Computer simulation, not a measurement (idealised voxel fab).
Proc. module: voxel spacer lines
Shown is cross-section cut, with a width of 280 nm and square cells of size 5 nm.
Cross-section layout: square cells on a grid; listed as bands, top to bottom; a band spans one or more cell rows.
Heads up on the band format: heights come first, top then bottom, in nm. After that it's the materials left to right, each with its width in nm. A single material flagged "edge to edge" fills the whole band edge to edge, and "blank" means there's empty space there.
We count height from 0. Below that, the starting wafer is all one material. The lowest band never ends at the bottom but goes on down; see "top 0, no bottom" for how that is written.
The expression "30..40" gives the width at the extremes of the band, the first number at its top row of cells and the second at its bottom row, with the width changing by equal amounts from each row to the next in between.
The designation "nothing got changed", where it is given for a processing step, indicates that no cell of the cross-section was altered in the course of that step.
In "Closed void list" the enclosed voids are listed, meaning empty spaces of 8 cells or larger without any opening to the top. The form is width x height at distance, distance from the left edge, units nm.
It should be noted that, on the line of a given step, the content following the step's settings is a remark produced by the simulator itself with respect to that step.
If you see "overlay nm" on a step's line and that step has a mask, it's telling you how far right of where it was planned the mask ended up; a negative number means it went left instead.
Note on reading: below, each pair holds a cross-section from before one process step and one from after it; the one from after shows only down to the lowest band that changed. Beneath the pair, the step in between is stated along with its settings. The pairs can stem from different runs of this module on the same starting wafer. Where a pair's entry headed "Preceding state" says so, and only there, that pair continues from the pair above it.
Preceding state
top 0, no bottom  Si edge to edge
Closed void list: none
Sectional View, Post-Process
top 10, bottom 0  Al2O3 edge to edge
Below 0, the layers are the same as they were.
Closed void list: none
Looking at the two cross-sections above, the step in the middle is CONFORMAL_DEP [material Al2O3] [thk nm 10]
Preceding state: taken from the pair above, after panel.
Sectional View, Post-Process
top 20, bottom 10  W edge to edge
Below 10, the layers are the same as they were.
Closed void list: none
Looking at the two cross-sections above, the step in the middle is DIRECTIONAL_DEP [material W] [thk nm 10]
Preceding state: taken from the pair above, after panel.
Sectional View, Post-Process
top 40, bottom 20  polySi edge to edge
Below 20, the layers are the same as they were.
Closed void list: none
Looking at the two cross-sections above, the step in the middle is DIRECTIONAL_DEP [material polySi] [thk nm 20]
Preceding state: taken from the pair above, after panel.
Sectional View, Post-Process
top 65, bottom 40  blank: 105, then resist: 15, then blank: 35, then resist: 15, then blank: 110
Below 40, the layers are the same as they were.
Closed void list: none
Looking at the two cross-sections above, the step in the middle is PATTERN [tone cover] [mask id MANDREL] [material resist] [width nm 15] [pitch nm 50] [thk nm 25] [overlay nm 0]
Preceding state: taken from the pair above, after panel.
Sectional View, Post-Process
top 65, bottom 40  blank: 105, then resist: 15, then blank: 35, then resist: 15, then blank: 110
top 40, bottom 20  blank: 105, then polySi: 15, then blank: 35, then polySi: 15, then blank: 110
Below 20, the layers are the same as they were.
Closed void list: none
Looking at the two cross-sections above, the step in the middle is DIRECTIONAL_ETCH [etch materials polySi] [depth nm 20]
Preceding state: taken from the pair above, after panel.
Sectional View, Post-Process
top 40, bottom 20  blank: 105, then polySi: 15, then blank: 35, then polySi: 15, then blank: 110
Below 20, the layers are the same as they were.
Closed void list: none
Looking at the two cross-sections above, the step in the middle is STRIP [etch materials resist]
Preceding state: taken from the pair above, after panel.
Sectional View, Post-Process
top 50, bottom 40  blank: 95, then SiO2: 35, then blank: 15, then SiO2: 35, then blank: 100
top 40, bottom 30  blank: 95, then SiO2: 10, then polySi: 15, then SiO2: 10, then blank: 15, then SiO2: 10, then polySi: 15, then SiO2: 10, then blank: 100
top 30, bottom 20  SiO2: 105, then polySi: 15, then SiO2: 35, then polySi: 15, then SiO2: 110
Below 20, the layers are the same as they were.
Closed void list: none
Looking at the two cross-sections above, the step in the middle is CONFORMAL_DEP [material SiO2] [thk nm 10]
Preceding state: taken from the pair above, after panel.
Sectional View, Post-Process
top 40, bottom 20  blank: 95, then SiO2: 10, then polySi: 15, then SiO2: 10, then blank: 15, then SiO2: 10, then polySi: 15, then SiO2: 10, then blank: 100
Below 20, the layers are the same as they were.
Closed void list: none
Looking at the two cross-sections above, the step in the middle is DIRECTIONAL_ETCH [etch materials SiO2] [depth nm 10]
Preceding state: taken from the pair above, after panel.
Sectional View, Post-Process
top 40, bottom 20  blank: 95, then SiO2: 10, then blank: 15, then SiO2: 10, then blank: 15, then SiO2: 10, then blank: 15, then SiO2: 10, then blank: 100
Below 20, the layers are the same as they were.
Closed void list: none
Looking at the two cross-sections above, the step in the middle is STRIP [etch materials polySi]
Preceding state: taken from the pair above, after panel.
Sectional View, Post-Process
top 40, bottom 20  blank: 95, then SiO2: 10, then blank: 15, then SiO2: 10, then blank: 15, then SiO2: 10, then blank: 15, then SiO2: 10, then blank: 100
top 20, bottom 10  blank: 95, then W: 10, then blank: 15, then W: 10, then blank: 15, then W: 10, then blank: 15, then W: 10, then blank: 100
Below 10, the layers are the same as they were.
Closed void list: none
Looking at the two cross-sections above, the step in the middle is DIRECTIONAL_ETCH [etch materials W] [depth nm 10]
Preceding state: taken from the pair above, after panel.
Sectional View, Post-Process
top 20, bottom 10  blank: 95, then W: 10, then blank: 15, then W: 10, then blank: 15, then W: 10, then blank: 15, then W: 10, then blank: 100
Below 10, the layers are the same as they were.
Closed void list: none
Looking at the two cross-sections above, the step in the middle is STRIP [etch materials SiO2]
Preceding state: taken from the pair above, after panel.
Sectional View, Post-Process
top 25, bottom 20  lowk edge to edge
top 20, bottom 10  lowk: 95, then W: 10, then lowk: 15, then W: 10, then lowk: 15, then W: 10, then lowk: 15, then W: 10, then lowk: 100
Below 10, the layers are the same as they were.
Closed void list: none
Looking at the two cross-sections above, the step in the middle is FILL_DEP [material lowk] [thk nm 5]
Preceding state: taken from the pair above, after panel.
Sectional View, Post-Process
top 20, bottom 10  lowk: 95, then W: 10, then lowk: 15, then W: 10, then lowk: 15, then W: 10, then lowk: 15, then W: 10, then lowk: 100
Below 10, the layers are the same as they were.
Closed void list: none
Looking at the two cross-sections above, the step in the middle is CMP [height nm 20]
Preceding state
top 40, bottom 20  blank: 95, then SiO2: 10, then blank: 15, then SiO2: 10, then blank: 15, then SiO2: 10, then blank: 15, then SiO2: 10, then blank: 100
top 20, bottom 10  blank: 95, then W: 10, then blank: 15, then W: 10, then blank: 15, then W: 10, then blank: 15, then W: 10, then blank: 100
top 10, bottom 0  Al2O3 edge to edge
top 0, no bottom  Si edge to edge
Closed void list: none
Sectional View, Post-Process
top 45, bottom 40  lowk edge to edge
top 40, bottom 20  lowk: 95, then SiO2: 10, then lowk: 15, then SiO2: 10, then lowk: 15, then SiO2: 10, then lowk: 15, then SiO2: 10, then lowk: 100
top 20, bottom 10  lowk: 95, then W: 10, then lowk: 15, then W: 10, then lowk: 15, then W: 10, then lowk: 15, then W: 10, then lowk: 100
Below 10, the layers are the same as they were.
Closed void list: none
Looking at the two cross-sections above, the step in the middle is FILL_DEP [material lowk] [thk nm 5]
Preceding state: taken from the pair above, after panel.
Sectional View, Post-Process
top 20, bottom 10  lowk: 95, then W: 10, then lowk: 15, then W: 10, then lowk: 15, then W: 10, then lowk: 15, then W: 10, then lowk: 100
Below 10, the layers are the same as they were.
Closed void list: none
Looking at the two cross-sections above, the step in the middle is CMP [height nm 20]
Preceding state
top 0, no bottom  Si edge to edge
Closed void list: none
Sectional View, Post-Process
top 10, bottom 0  W edge to edge
Below 0, the layers are the same as they were.
Closed void list: none
Looking at the two cross-sections above, the step in the middle is DIRECTIONAL_DEP [material W] [thk nm 10]
Preceding state: taken from the pair above, after panel.
Sectional View, Post-Process
top 20, bottom 10  Al2O3 edge to edge
Below 10, the layers are the same as they were.
Closed void list: none
Looking at the two cross-sections above, the step in the middle is CONFORMAL_DEP [material Al2O3] [thk nm 10]
Preceding state: taken from the pair above, after panel.
Sectional View, Post-Process
top 40, bottom 20  polySi edge to edge
Below 20, the layers are the same as they were.
Closed void list: none
Looking at the two cross-sections above, the step in the middle is DIRECTIONAL_DEP [material polySi] [thk nm 20]
Preceding state: taken from the pair above, after panel.
Sectional View, Post-Process
top 65, bottom 40  blank: 105, then resist: 15, then blank: 35, then resist: 15, then blank: 110
Below 40, the layers are the same as they were.
Closed void list: none
Looking at the two cross-sections above, the step in the middle is PATTERN [tone cover] [mask id MANDREL] [material resist] [width nm 15] [pitch nm 50] [thk nm 25] [overlay nm 0]
Preceding state: taken from the pair above, after panel.
Sectional View, Post-Process
top 65, bottom 40  blank: 105, then resist: 15, then blank: 35, then resist: 15, then blank: 110
top 40, bottom 20  blank: 105, then polySi: 15, then blank: 35, then polySi: 15, then blank: 110
Below 20, the layers are the same as they were.
Closed void list: none
Looking at the two cross-sections above, the step in the middle is DIRECTIONAL_ETCH [etch materials polySi] [depth nm 20]
Preceding state: taken from the pair above, after panel.
Sectional View, Post-Process
top 40, bottom 20  blank: 105, then polySi: 15, then blank: 35, then polySi: 15, then blank: 110
Below 20, the layers are the same as they were.
Closed void list: none
Looking at the two cross-sections above, the step in the middle is STRIP [etch materials resist]
Preceding state: taken from the pair above, after panel.
Sectional View, Post-Process
top 50, bottom 40  blank: 95, then SiO2: 35, then blank: 15, then SiO2: 35, then blank: 100
top 40, bottom 30  blank: 95, then SiO2: 10, then polySi: 15, then SiO2: 10, then blank: 15, then SiO2: 10, then polySi: 15, then SiO2: 10, then blank: 100
top 30, bottom 20  SiO2: 105, then polySi: 15, then SiO2: 35, then polySi: 15, then SiO2: 110
Below 20, the layers are the same as they were.
Closed void list: none
Looking at the two cross-sections above, the step in the middle is CONFORMAL_DEP [material SiO2] [thk nm 10]
Preceding state: taken from the pair above, after panel.
Sectional View, Post-Process
top 40, bottom 20  blank: 95, then SiO2: 10, then polySi: 15, then SiO2: 10, then blank: 15, then SiO2: 10, then polySi: 15, then SiO2: 10, then blank: 100
Below 20, the layers are the same as they were.
Closed void list: none
Looking at the two cross-sections above, the step in the middle is DIRECTIONAL_ETCH [etch materials SiO2] [depth nm 10]
Preceding state: taken from the pair above, after panel.
Sectional View, Post-Process
top 40, bottom 20  blank: 95, then SiO2: 10, then blank: 15, then SiO2: 10, then blank: 15, then SiO2: 10, then blank: 15, then SiO2: 10, then blank: 100
Below 20, the layers are the same as they were.
Closed void list: none
Looking at the two cross-sections above, the step in the middle is STRIP [etch materials polySi]
Preceding state: taken from the pair above, after panel.
Sectional View, Post-Process
top 20, bottom 10  Al2O3 edge to edge
Below 10, the layers are the same as they were.
Closed void list: none
Looking at the two cross-sections above, the step in the middle is STRIP [etch materials SiO2]
Preceding state: taken from the pair above, after panel.
Sectional View, Post-Process
top 25, bottom 20  lowk edge to edge
Below 20, the layers are the same as they were.
Closed void list: none
Looking at the two cross-sections above, the step in the middle is FILL_DEP [material lowk] [thk nm 5]
Preceding state: taken from the pair above, after panel.
Sectional View, Post-Process
top 20, bottom 10  Al2O3 edge to edge
Below 10, the layers are the same as they were.
Closed void list: none
Looking at the two cross-sections above, the step in the middle is CMP [height nm 20]
Preceding state
top 40, bottom 20  blank: 105, then polySi: 15, then blank: 35, then polySi: 15, then blank: 110
top 20, bottom 10  W edge to edge
top 10, bottom 0  Al2O3 edge to edge
top 0, no bottom  Si edge to edge
Closed void list: none
Sectional View, Post-Process
top 45, bottom 40  blank: 100, then SiO2: 25, then blank: 25, then SiO2: 25, then blank: 105
top 40, bottom 25  blank: 100, then SiO2: 5, then polySi: 15, then SiO2: 5, then blank: 25, then SiO2: 5, then polySi: 15, then SiO2: 5, then blank: 105
top 25, bottom 20  SiO2: 105, then polySi: 15, then SiO2: 35, then polySi: 15, then SiO2: 110
Below 20, the layers are the same as they were.
Closed void list: none
Looking at the two cross-sections above, the step in the middle is CONFORMAL_DEP [material SiO2] [thk nm 5]
Preceding state: taken from the pair above, after panel.
Sectional View, Post-Process
top 40, bottom 35  blank: 105, then polySi: 15, then blank: 35, then polySi: 15, then blank: 110
top 35, bottom 20  blank: 100, then SiO2: 5, then polySi: 15, then SiO2: 5, then blank: 25, then SiO2: 5, then polySi: 15, then SiO2: 5, then blank: 105
Below 20, the layers are the same as they were.
Closed void list: none
Looking at the two cross-sections above, the step in the middle is DIRECTIONAL_ETCH [etch materials SiO2] [depth nm 10]
Preceding state: taken from the pair above, after panel.
Sectional View, Post-Process
top 35, bottom 20  blank: 100, then SiO2: 5, then blank: 15, then SiO2: 5, then blank: 25, then SiO2: 5, then blank: 15, then SiO2: 5, then blank: 105
Below 20, the layers are the same as they were.
Closed void list: none
Looking at the two cross-sections above, the step in the middle is STRIP [etch materials polySi]
Preceding state: taken from the pair above, after panel.
Sectional View, Post-Process
top 35, bottom 20  blank: 100, then SiO2: 5, then blank: 15, then SiO2: 5, then blank: 25, then SiO2: 5, then blank: 15, then SiO2: 5, then blank: 105
top 20, bottom 10  blank: 100, then W: 5, then blank: 15, then W: 5, then blank: 25, then W: 5, then blank: 15, then W: 5, then blank: 105
Below 10, the layers are the same as they were.
Closed void list: none
Looking at the two cross-sections above, the step in the middle is DIRECTIONAL_ETCH [etch materials W] [depth nm 10]
Preceding state: taken from the pair above, after panel.
Sectional View, Post-Process
top 20, bottom 10  blank: 100, then W: 5, then blank: 15, then W: 5, then blank: 25, then W: 5, then blank: 15, then W: 5, then blank: 105
Below 10, the layers are the same as they were.
Closed void list: none
Looking at the two cross-sections above, the step in the middle is STRIP [etch materials SiO2]
Preceding state: taken from the pair above, after panel.
Sectional View, Post-Process
top 25, bottom 20  lowk edge to edge
top 20, bottom 10  lowk: 100, then W: 5, then lowk: 15, then W: 5, then lowk: 25, then W: 5, then lowk: 15, then W: 5, then lowk: 105
Below 10, the layers are the same as they were.
Closed void list: none
Looking at the two cross-sections above, the step in the middle is FILL_DEP [material lowk] [thk nm 5]
Preceding state: taken from the pair above, after panel.
Sectional View, Post-Process
top 20, bottom 10  lowk: 100, then W: 5, then lowk: 15, then W: 5, then lowk: 25, then W: 5, then lowk: 15, then W: 5, then lowk: 105
Below 10, the layers are the same as they were.
Closed void list: none
Looking at the two cross-sections above, the step in the middle is CMP [height nm 20]
Preceding state
top 40, bottom 20  polySi edge to edge
top 20, bottom 10  W edge to edge
top 10, bottom 0  Al2O3 edge to edge
top 0, no bottom  Si edge to edge
Closed void list: none
Sectional View, Post-Process
top 65, bottom 40  blank: 100, then resist: 25, then blank: 25, then resist: 25, then blank: 105
Below 40, the layers are the same as they were.
Closed void list: none
Looking at the two cross-sections above, the step in the middle is PATTERN [tone cover] [mask id MANDREL] [material resist] [width nm 25] [pitch nm 50] [thk nm 25] [overlay nm 0]
Preceding state: taken from the pair above, after panel.
Sectional View, Post-Process
top 65, bottom 40  blank: 100, then resist: 25, then blank: 25, then resist: 25, then blank: 105
top 40, bottom 20  blank: 100, then polySi: 25, then blank: 25, then polySi: 25, then blank: 105
Below 20, the layers are the same as they were.
Closed void list: none
Looking at the two cross-sections above, the step in the middle is DIRECTIONAL_ETCH [etch materials polySi] [depth nm 20]
Preceding state: taken from the pair above, after panel.
Sectional View, Post-Process
top 40, bottom 20  blank: 100, then polySi: 25, then blank: 25, then polySi: 25, then blank: 105
Below 20, the layers are the same as they were.
Closed void list: none
Looking at the two cross-sections above, the step in the middle is STRIP [etch materials resist]
Preceding state: taken from the pair above, after panel.
Sectional View, Post-Process
top 50, bottom 40  blank: 90, then SiO2: 45, then blank: 5, then SiO2: 45, then blank: 95
top 40, bottom 30  blank: 90, then SiO2: 10, then polySi: 25, then SiO2: 10, then blank: 5, then SiO2: 10, then polySi: 25, then SiO2: 10, then blank: 95
top 30, bottom 20  SiO2: 100, then polySi: 25, then SiO2: 25, then polySi: 25, then SiO2: 105
Below 20, the layers are the same as they were.
Closed void list: none
Looking at the two cross-sections above, the step in the middle is CONFORMAL_DEP [material SiO2] [thk nm 10]
Preceding state: taken from the pair above, after panel.
Sectional View, Post-Process
top 40, bottom 20  blank: 90, then SiO2: 10, then polySi: 25, then SiO2: 10, then blank: 5, then SiO2: 10, then polySi: 25, then SiO2: 10, then blank: 95
Below 20, the layers are the same as they were.
Closed void list: none
Looking at the two cross-sections above, the step in the middle is DIRECTIONAL_ETCH [etch materials SiO2] [depth nm 10]
Preceding state: taken from the pair above, after panel.
Sectional View, Post-Process
top 40, bottom 20  blank: 90, then SiO2: 10, then blank: 25, then SiO2: 10, then blank: 5, then SiO2: 10, then blank: 25, then SiO2: 10, then blank: 95
Below 20, the layers are the same as they were.
Closed void list: none
Looking at the two cross-sections above, the step in the middle is STRIP [etch materials polySi]
Preceding state: taken from the pair above, after panel.
Sectional View, Post-Process
top 40, bottom 20  blank: 90, then SiO2: 10, then blank: 25, then SiO2: 10, then blank: 5, then SiO2: 10, then blank: 25, then SiO2: 10, then blank: 95
top 20, bottom 10  blank: 90, then W: 10, then blank: 25, then W: 10, then blank: 5, then W: 10, then blank: 25, then W: 10, then blank: 95
Below 10, the layers are the same as they were.
Closed void list: none
Looking at the two cross-sections above, the step in the middle is DIRECTIONAL_ETCH [etch materials W] [depth nm 10]
Preceding state: taken from the pair above, after panel.
Sectional View, Post-Process
top 20, bottom 10  blank: 90, then W: 10, then blank: 25, then W: 10, then blank: 5, then W: 10, then blank: 25, then W: 10, then blank: 95
Below 10, the layers are the same as they were.
Closed void list: none
Looking at the two cross-sections above, the step in the middle is STRIP [etch materials SiO2]
Preceding state: taken from the pair above, after panel.
Sectional View, Post-Process
top 25, bottom 20  lowk edge to edge
top 20, bottom 10  lowk: 90, then W: 10, then lowk: 25, then W: 10, then lowk: 5, then W: 10, then lowk: 25, then W: 10, then lowk: 95
Below 10, the layers are the same as they were.
Closed void list: none
Looking at the two cross-sections above, the step in the middle is FILL_DEP [material lowk] [thk nm 5]
Preceding state: taken from the pair above, after panel.
Sectional View, Post-Process
top 20, bottom 10  lowk: 90, then W: 10, then lowk: 25, then W: 10, then lowk: 5, then W: 10, then lowk: 25, then W: 10, then lowk: 95
Below 10, the layers are the same as they were.
Closed void list: none
Looking at the two cross-sections above, the step in the middle is CMP [height nm 20]
Preceding state
top 40, bottom 20  polySi edge to edge
top 20, bottom 10  W edge to edge
top 10, bottom 0  Al2O3 edge to edge
top 0, no bottom  Si edge to edge
Closed void list: none
Sectional View, Post-Process
top 65, bottom 40  blank: 110, then resist: 15, then blank: 35, then resist: 15, then blank: 105
Below 40, the layers are the same as they were.
Closed void list: none
Looking at the two cross-sections above, the step in the middle is PATTERN [tone cover] [mask id MANDREL] [material resist] [width nm 15] [pitch nm 50] [thk nm 25] [overlay nm 5]
Preceding state: taken from the pair above, after panel.
Sectional View, Post-Process
top 65, bottom 40  blank: 110, then resist: 15, then blank: 35, then resist: 15, then blank: 105
top 40, bottom 20  blank: 110, then polySi: 15, then blank: 35, then polySi: 15, then blank: 105
Below 20, the layers are the same as they were.
Closed void list: none
Looking at the two cross-sections above, the step in the middle is DIRECTIONAL_ETCH [etch materials polySi] [depth nm 20]
Preceding state: taken from the pair above, after panel.
Sectional View, Post-Process
top 40, bottom 20  blank: 110, then polySi: 15, then blank: 35, then polySi: 15, then blank: 105
Below 20, the layers are the same as they were.
Closed void list: none
Looking at the two cross-sections above, the step in the middle is STRIP [etch materials resist]
Preceding state: taken from the pair above, after panel.
Sectional View, Post-Process
top 50, bottom 40  blank: 100, then SiO2: 35, then blank: 15, then SiO2: 35, then blank: 95
top 40, bottom 30  blank: 100, then SiO2: 10, then polySi: 15, then SiO2: 10, then blank: 15, then SiO2: 10, then polySi: 15, then SiO2: 10, then blank: 95
top 30, bottom 20  SiO2: 110, then polySi: 15, then SiO2: 35, then polySi: 15, then SiO2: 105
Below 20, the layers are the same as they were.
Closed void list: none
Looking at the two cross-sections above, the step in the middle is CONFORMAL_DEP [material SiO2] [thk nm 10]
Preceding state: taken from the pair above, after panel.
Sectional View, Post-Process
top 40, bottom 20  blank: 100, then SiO2: 10, then polySi: 15, then SiO2: 10, then blank: 15, then SiO2: 10, then polySi: 15, then SiO2: 10, then blank: 95
Below 20, the layers are the same as they were.
Closed void list: none
Looking at the two cross-sections above, the step in the middle is DIRECTIONAL_ETCH [etch materials SiO2] [depth nm 10]
Preceding state: taken from the pair above, after panel.
Sectional View, Post-Process
top 40, bottom 20  blank: 100, then SiO2: 10, then blank: 15, then SiO2: 10, then blank: 15, then SiO2: 10, then blank: 15, then SiO2: 10, then blank: 95
Below 20, the layers are the same as they were.
Closed void list: none
Looking at the two cross-sections above, the step in the middle is STRIP [etch materials polySi]
Preceding state: taken from the pair above, after panel.
Sectional View, Post-Process
top 40, bottom 20  blank: 100, then SiO2: 10, then blank: 15, then SiO2: 10, then blank: 15, then SiO2: 10, then blank: 15, then SiO2: 10, then blank: 95
top 20, bottom 10  blank: 100, then W: 10, then blank: 15, then W: 10, then blank: 15, then W: 10, then blank: 15, then W: 10, then blank: 95
Below 10, the layers are the same as they were.
Closed void list: none
Looking at the two cross-sections above, the step in the middle is DIRECTIONAL_ETCH [etch materials W] [depth nm 10]
Preceding state: taken from the pair above, after panel.
Sectional View, Post-Process
top 20, bottom 10  blank: 100, then W: 10, then blank: 15, then W: 10, then blank: 15, then W: 10, then blank: 15, then W: 10, then blank: 95
Below 10, the layers are the same as they were.
Closed void list: none
Looking at the two cross-sections above, the step in the middle is STRIP [etch materials SiO2]
Preceding state: taken from the pair above, after panel.
Sectional View, Post-Process
top 25, bottom 20  lowk edge to edge
top 20, bottom 10  lowk: 100, then W: 10, then lowk: 15, then W: 10, then lowk: 15, then W: 10, then lowk: 15, then W: 10, then lowk: 95
Below 10, the layers are the same as they were.
Closed void list: none
Looking at the two cross-sections above, the step in the middle is FILL_DEP [material lowk] [thk nm 5]
Preceding state: taken from the pair above, after panel.
Sectional View, Post-Process
top 20, bottom 10  lowk: 100, then W: 10, then lowk: 15, then W: 10, then lowk: 15, then W: 10, then lowk: 15, then W: 10, then lowk: 95
Below 10, the layers are the same as they were.
Closed void list: none
Looking at the two cross-sections above, the step in the middle is CMP [height nm 20]
Preceding state
top 10, bottom 0  Al2O3 edge to edge
top 0, no bottom  Si edge to edge
Closed void list: none
Sectional View, Post-Process
top 20, bottom 10  lowk edge to edge
Below 10, the layers are the same as they were.
Closed void list: none
Looking at the two cross-sections above, the step in the middle is DIRECTIONAL_DEP [material lowk] [thk nm 10]
Preceding state: taken from the pair above, after panel.
Sectional View, Post-Process
top 40, bottom 20  polySi edge to edge
Below 20, the layers are the same as they were.
Closed void list: none
Looking at the two cross-sections above, the step in the middle is DIRECTIONAL_DEP [material polySi] [thk nm 20]
Preceding state: taken from the pair above, after panel.
Sectional View, Post-Process
top 65, bottom 40  blank: 105, then resist: 15, then blank: 35, then resist: 15, then blank: 110
Below 40, the layers are the same as they were.
Closed void list: none
Looking at the two cross-sections above, the step in the middle is PATTERN [tone cover] [mask id MANDREL] [material resist] [width nm 15] [pitch nm 50] [thk nm 25] [overlay nm 0]
Preceding state: taken from the pair above, after panel.
Sectional View, Post-Process
top 65, bottom 40  blank: 105, then resist: 15, then blank: 35, then resist: 15, then blank: 110
top 40, bottom 20  blank: 105, then polySi: 15, then blank: 35, then polySi: 15, then blank: 110
Below 20, the layers are the same as they were.
Closed void list: none
Looking at the two cross-sections above, the step in the middle is DIRECTIONAL_ETCH [etch materials polySi] [depth nm 20]
Preceding state: taken from the pair above, after panel.
Sectional View, Post-Process
top 40, bottom 20  blank: 105, then polySi: 15, then blank: 35, then polySi: 15, then blank: 110
Below 20, the layers are the same as they were.
Closed void list: none
Looking at the two cross-sections above, the step in the middle is STRIP [etch materials resist]
Preceding state: taken from the pair above, after panel.
Sectional View, Post-Process
top 50, bottom 40  blank: 95, then SiO2: 35, then blank: 15, then SiO2: 35, then blank: 100
top 40, bottom 30  blank: 95, then SiO2: 10, then polySi: 15, then SiO2: 10, then blank: 15, then SiO2: 10, then polySi: 15, then SiO2: 10, then blank: 100
top 30, bottom 20  SiO2: 105, then polySi: 15, then SiO2: 35, then polySi: 15, then SiO2: 110
Below 20, the layers are the same as they were.
Closed void list: none
Looking at the two cross-sections above, the step in the middle is CONFORMAL_DEP [material SiO2] [thk nm 10]
Preceding state: taken from the pair above, after panel.
Sectional View, Post-Process
top 40, bottom 20  blank: 95, then SiO2: 10, then polySi: 15, then SiO2: 10, then blank: 15, then SiO2: 10, then polySi: 15, then SiO2: 10, then blank: 100
Below 20, the layers are the same as they were.
Closed void list: none
Looking at the two cross-sections above, the step in the middle is DIRECTIONAL_ETCH [etch materials SiO2] [depth nm 10]
Preceding state: taken from the pair above, after panel.
Sectional View, Post-Process
top 40, bottom 20  blank: 95, then SiO2: 10, then blank: 15, then SiO2: 10, then blank: 15, then SiO2: 10, then blank: 15, then SiO2: 10, then blank: 100
Below 20, the layers are the same as they were.
Closed void list: none
Looking at the two cross-sections above, the step in the middle is STRIP [etch materials polySi]
Preceding state: taken from the pair above, after panel.
Sectional View, Post-Process
top 20, bottom 10  lowk edge to edge
Below 10, the layers are the same as they were.
Closed void list: none
Looking at the two cross-sections above, the step in the middle is STRIP [etch materials SiO2]
Preceding state: taken from the pair above, after panel.
Sectional View, Post-Process
top 25, bottom 10  lowk edge to edge
Below 10, the layers are the same as they were.
Closed void list: none
Looking at the two cross-sections above, the step in the middle is FILL_DEP [material lowk] [thk nm 5]
Preceding state: taken from the pair above, after panel.
Sectional View, Post-Process
top 20, bottom 10  lowk edge to edge
Below 10, the layers are the same as they were.
Closed void list: none
Looking at the two cross-sections above, the step in the middle is CMP [height nm 20]
